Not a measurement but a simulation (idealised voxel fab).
The process module that follows is named voxel capacitor over wiring.
This is section cut - it's 240 nm across, gridded in 5 nm square cells.
Format of a cross-section: grid, square cells. Given as bands. Order: top down. Band: one or more rows of cells.
The entry gives the band's vertical extent as a top height and a bottom height in nm, then its horizontal make-up as materials from left to right, each with a width in nm. "empty" stands for empty space; a single material marked "edge to edge" fills the band edge to edge.
Heads up on the height convention: 0 is the point under which the incoming wafer is all one material, and the lowest band has no bottom, it just keeps going down, like "from 0 down".
Read "30..40" as a graded width: first number on top, second number at the bottom, same change between each pair of neighbouring rows.
Where the words "remains unaltered" appear for a step, the cross-section shows no cell changed by that step; every cell remained as before.
Voids not open to the top, 8 cells minimum: see "Trapped cavities". Written width x height at distance; distance is from the left edge; nm.
Past the settings on a step's line: simulator remark, on that step.
Among the settings permitted on a step's line is "overlay nm"; applied to a step with a mask, it specifies the extent to which the mask lay to the right of its planned position, whereas a negative figure signifies a position to the left.
# The planned process steps are enumerated hereunder
1) RECEIVE, material Si
2) CONFORMAL_DEP, material SiO2, thk nm 10
3) DIRECTIONAL_DEP, material TiN, thk nm 5
4) DIRECTIONAL_DEP, material W, thk nm 15
5) DIRECTIONAL_DEP, material aC, thk nm 10
6) PATTERN, tone cover, mask id METAL_1, material resist, width nm 30, pitch nm 95, thk nm 25, overlay nm 0
7) DIRECTIONAL_ETCH, etch materials aC, depth nm 10
8) STRIP, etch materials resist
9) DIRECTIONAL_ETCH, etch materials W, depth nm 15
10) DIRECTIONAL_ETCH, etch materials TiN, depth nm 5
11) STRIP, etch materials aC
12) CONFORMAL_DEP, material SiN, thk nm 5
13) FILL_DEP, material lowk, thk nm 5
14) CMP, height nm 30
15) CONFORMAL_DEP, material SiCN, thk nm 5
16) DIRECTIONAL_DEP, material lowk, thk nm 10
17) PATTERN, tone open, mask id PLUG_1, material resist, width nm 15, thk nm 20, overlay nm 0
18) DIRECTIONAL_ETCH, etch materials lowk, depth nm 10
19) DIRECTIONAL_ETCH, etch materials SiCN, depth nm 5
20) STRIP, etch materials resist
21) CONFORMAL_DEP, material TiN, thk nm 5
22) FILL_DEP, material Ru, thk nm 5
23) CMP, height nm 45
24) DIRECTIONAL_DEP, material TiN, thk nm 5
25) DIRECTIONAL_DEP, material Al2O3, thk nm 5
26) DIRECTIONAL_DEP, material TiN, thk nm 5
27) DIRECTIONAL_DEP, material aC, thk nm 15
28) PATTERN, tone cover, mask id UPPER_PLATE, material resist, width nm 70, thk nm 35, overlay nm 0
29) DIRECTIONAL_ETCH, etch materials aC, depth nm 15
30) STRIP, etch materials resist
31) DIRECTIONAL_ETCH, etch materials TiN, depth nm 5
32) DIRECTIONAL_ETCH, etch materials Al2O3, depth nm 5
33) STRIP, etch materials aC
34) MASKED_ETCH, tone cover, mask id LOWER_PLATE, width nm 80, etch materials TiN, depth nm 5, overlay nm 0
35) FILL_DEP, material SiO2, thk nm 20
36) CMP, height nm 75
37) MASKED_ETCH, tone open, mask id PLUG_2, width nm 15, etch materials SiO2, depth nm 15, overlay nm 0
38) CONFORMAL_DEP, material TiN, thk nm 5
39) FILL_DEP, material Ru, thk nm 5
40) CMP, height nm 75
41) CONFORMAL_DEP, material SiN, thk nm 5
# First out of two wafers; run went to plan
# As-received wafer cross-section (after step 1)
    from 0 down: Si edge to edge
    Trapped cavities: none
# Wafer after step 2 (cross-section)
    from 10 to 0: SiO2 edge to edge
    Below 0 it's all the same as before, nothing changed down there.
# Wafer after step 3 (cross-section)
    from 15 to 10: TiN edge to edge
    Below 10 it's all the same as before, nothing changed down there.
# Wafer after step 4 (cross-section)
    from 30 to 15: W edge to edge
    Below 15 it's all the same as before, nothing changed down there.
# Wafer after step 5 (cross-section)
    from 40 to 30: aC edge to edge
    Below 30 it's all the same as before, nothing changed down there.
# Wafer after step 6 (cross-section)
    from 65 to 40: 55 empty; 30 resist; 65 empty; 30 resist; 60 empty
    Below 40 it's all the same as before, nothing changed down there.
# Wafer after step 7 (cross-section)
    from 55 to 40: 55 empty; 30 resist; 65 empty; 30 resist; 60 empty
    from 40 to 30: 55 empty; 30 aC; 65 empty; 30 aC; 60 empty
    Below 30 it's all the same as before, nothing changed down there.
# Wafer after step 8 (cross-section)
    from 40 to 30: 55 empty; 30 aC; 65 empty; 30 aC; 60 empty
    Below 30 it's all the same as before, nothing changed down there.
# Wafer after step 9 (cross-section)
    from 40 to 30: 55 empty; 30 aC; 65 empty; 30 aC; 60 empty
    from 30 to 15: 55 empty; 30 W; 65 empty; 30 W; 60 empty
    Below 15 it's all the same as before, nothing changed down there.
# Wafer after step 10 (cross-section)
    from 40 to 30: 55 empty; 30 aC; 65 empty; 30 aC; 60 empty
    from 30 to 15: 55 empty; 30 W; 65 empty; 30 W; 60 empty
    from 15 to 10: 55 empty; 30 TiN; 65 empty; 30 TiN; 60 empty
    Below 10 it's all the same as before, nothing changed down there.
# Wafer after step 11 (cross-section)
    from 30 to 15: 55 empty; 30 W; 65 empty; 30 W; 60 empty
    Below 15 it's all the same as before, nothing changed down there.
# Wafer after step 12 (cross-section)
    from 35 to 30: 50 empty; 40 SiN; 55 empty; 40 SiN; 55 empty
    from 30 to 15: 50 empty; 5 SiN; 30 W; 5 SiN; 55 empty; 5 SiN; 30 W; 5 SiN; 55 empty
    from 15 to 10: 55 SiN; 30 TiN; 65 SiN; 30 TiN; 60 SiN
    Below 10 it's all the same as before, nothing changed down there.
# Wafer after step 13 (cross-section)
    from 40 to 35: lowk edge to edge
    from 35 to 30: 50 lowk; 40 SiN; 55 lowk; 40 SiN; 55 lowk
    from 30 to 15: 50 lowk; 5 SiN; 30 W; 5 SiN; 55 lowk; 5 SiN; 30 W; 5 SiN; 55 lowk
    Below 15 it's all the same as before, nothing changed down there.
# Wafer after step 14 (cross-section)
    from 30 to 15: 50 lowk; 5 SiN; 30 W; 5 SiN; 55 lowk; 5 SiN; 30 W; 5 SiN; 55 lowk
    Below 15 it's all the same as before, nothing changed down there.
# Wafer after step 15 (cross-section)
    from 35 to 30: SiCN edge to edge
    Below 30 it's all the same as before, nothing changed down there.
# Wafer after step 16 (cross-section)
    from 45 to 35: lowk edge to edge
    Below 35 it's all the same as before, nothing changed down there.
# Wafer after step 17 (cross-section)
    from 65 to 45: 70 resist; 15 empty; 155 resist
    Below 45 it's all the same as before, nothing changed down there.
# Wafer after step 18 (cross-section)
    from 65 to 45: 70 resist; 15 empty; 155 resist
    from 45 to 35: 70 lowk; 15 empty; 155 lowk
    Below 35 it's all the same as before, nothing changed down there.
# Wafer after step 19 (cross-section)
    from 65 to 45: 70 resist; 15 empty; 155 resist
    from 45 to 35: 70 lowk; 15 empty; 155 lowk
    from 35 to 30: 70 SiCN; 15 empty; 155 SiCN
    Below 30 it's all the same as before, nothing changed down there.
# Wafer after step 20 (cross-section)
    from 45 to 35: 70 lowk; 15 empty; 155 lowk
    Below 35 it's all the same as before, nothing changed down there.
# Wafer after step 21 (cross-section)
    from 50 to 45: 75 TiN; 5 empty; 160 TiN
    from 45 to 35: 70 lowk; 5 TiN; 5 empty; 5 TiN; 155 lowk
    from 35 to 30: 70 SiCN; 15 TiN; 155 SiCN
    Below 30 it's all the same as before, nothing changed down there.
# Wafer after step 22 (cross-section)
    from 55 to 50: Ru edge to edge
    from 50 to 45: 75 TiN; 5 Ru; 160 TiN
    from 45 to 35: 70 lowk; 5 TiN; 5 Ru; 5 TiN; 155 lowk
    Below 35 it's all the same as before, nothing changed down there.
# Wafer after step 23 (cross-section)
    from 45 to 35: 70 lowk; 5 TiN; 5 Ru; 5 TiN; 155 lowk
    Below 35 it's all the same as before, nothing changed down there.
# Wafer after step 24 (cross-section)
    from 50 to 45: TiN edge to edge
    Below 45 it's all the same as before, nothing changed down there.
# Wafer after step 25 (cross-section)
    from 55 to 50: Al2O3 edge to edge
    Below 50 it's all the same as before, nothing changed down there.
# Wafer after step 26 (cross-section)
    from 60 to 55: TiN edge to edge
    Below 55 it's all the same as before, nothing changed down there.
# Wafer after step 27 (cross-section)
    from 75 to 60: aC edge to edge
    Below 60 it's all the same as before, nothing changed down there.
# Wafer after step 28 (cross-section)
    from 110 to 75: 70 empty; 70 resist; 100 empty
    Below 75 it's all the same as before, nothing changed down there.
# Wafer after step 29 (cross-section)
    from 95 to 75: 70 empty; 70 resist; 100 empty
    from 75 to 60: 70 empty; 70 aC; 100 empty
    Below 60 it's all the same as before, nothing changed down there.
# Wafer after step 30 (cross-section)
    from 75 to 60: 70 empty; 70 aC; 100 empty
    Below 60 it's all the same as before, nothing changed down there.
# Wafer after step 31 (cross-section)
    from 75 to 60: 70 empty; 70 aC; 100 empty
    from 60 to 55: 70 empty; 70 TiN; 100 empty
    Below 55 it's all the same as before, nothing changed down there.
# Wafer after step 32 (cross-section)
    from 75 to 60: 70 empty; 70 aC; 100 empty
    from 60 to 55: 70 empty; 70 TiN; 100 empty
    from 55 to 50: 70 empty; 70 Al2O3; 100 empty
    Below 50 it's all the same as before, nothing changed down there.
# Wafer after step 33 (cross-section)
    from 60 to 55: 70 empty; 70 TiN; 100 empty
    Below 55 it's all the same as before, nothing changed down there.
# Wafer after step 34 (cross-section)
    from 60 to 55: 70 empty; 70 TiN; 100 empty
    from 55 to 50: 70 empty; 70 Al2O3; 100 empty
    from 50 to 45: 65 empty; 80 TiN; 95 empty
    Below 45 it's all the same as before, nothing changed down there.
# Wafer after step 35 (cross-section)
    from 80 to 60: SiO2 edge to edge
    from 60 to 55: 70 SiO2; 70 TiN; 100 SiO2
    from 55 to 50: 70 SiO2; 70 Al2O3; 100 SiO2
    from 50 to 45: 65 SiO2; 80 TiN; 95 SiO2
    Below 45 it's all the same as before, nothing changed down there.
# Wafer after step 36 (cross-section)
    from 75 to 60: SiO2 edge to edge
    Below 60 it's all the same as before, nothing changed down there.
# Wafer after step 37 (cross-section)
    from 75 to 60: 80 SiO2; 15 empty; 145 SiO2
    Below 60 it's all the same as before, nothing changed down there.
# Wafer after step 38 (cross-section)
    from 80 to 75: 85 TiN; 5 empty; 150 TiN
    from 75 to 65: 80 SiO2; 5 TiN; 5 empty; 5 TiN; 145 SiO2
    from 65 to 55: 80..70 SiO2; 15..70 TiN; 145..100 SiO2
    Below 55 it's all the same as before, nothing changed down there.
# Wafer after step 39 (cross-section)
    from 85 to 80: Ru edge to edge
    from 80 to 75: 85 TiN; 5 Ru; 150 TiN
    from 75 to 65: 80 SiO2; 5 TiN; 5 Ru; 5 TiN; 145 SiO2
    Below 65 it's all the same as before, nothing changed down there.
# Wafer after step 40 (cross-section)
    from 75 to 65: 80 SiO2; 5 TiN; 5 Ru; 5 TiN; 145 SiO2
    Below 65 it's all the same as before, nothing changed down there.
# Wafer after step 41 (cross-section)
    from 80 to 75: SiN edge to edge
    Below 75 it's all the same as before, nothing changed down there.
# Wafer two of the pair: same origin, same plan, one error during the run; identical to wafer one up to and including step 35
# Cross-section of the second wafer corresponding to the planned conclusion of step 36
    from 65 to 60: SiO2 edge to edge
    Below 60 it's all the same as before, nothing changed down there.
# Cross-section of the second wafer corresponding to the planned conclusion of step 37
    from 65 to 60: 80 SiO2; 15 empty; 145 SiO2
    Below 60 it's all the same as before, nothing changed down there.
# Cross-section of the second wafer corresponding to the planned conclusion of step 38
    from 70 to 65: 85 TiN; 5 empty; 150 TiN
    from 65 to 55: 80..70 SiO2; 15..70 TiN; 145..100 SiO2
    Below 55 it's all the same as before, nothing changed down there.
# Cross-section of the second wafer corresponding to the planned conclusion of step 39
    from 75 to 70: Ru edge to edge
    from 70 to 65: 85 TiN; 5 Ru; 150 TiN
    Below 65 it's all the same as before, nothing changed down there.
Cross-section of the second wafer corresponding to the planned conclusion of step 40: remains unaltered
# Cross-section of the second wafer corresponding to the planned conclusion of step 41
    from 80 to 75: SiN edge to edge
    Below 75 it's all the same as before, nothing changed down there.
Against the plan, the run slipped here: not per plan at step 36, really ran CMP, height nm 65
Once processing is complete, comparing cell counts shows that the second wafer has more or fewer of certain materials than the first: Ru +47 | SiO2 -90 | TiN +43
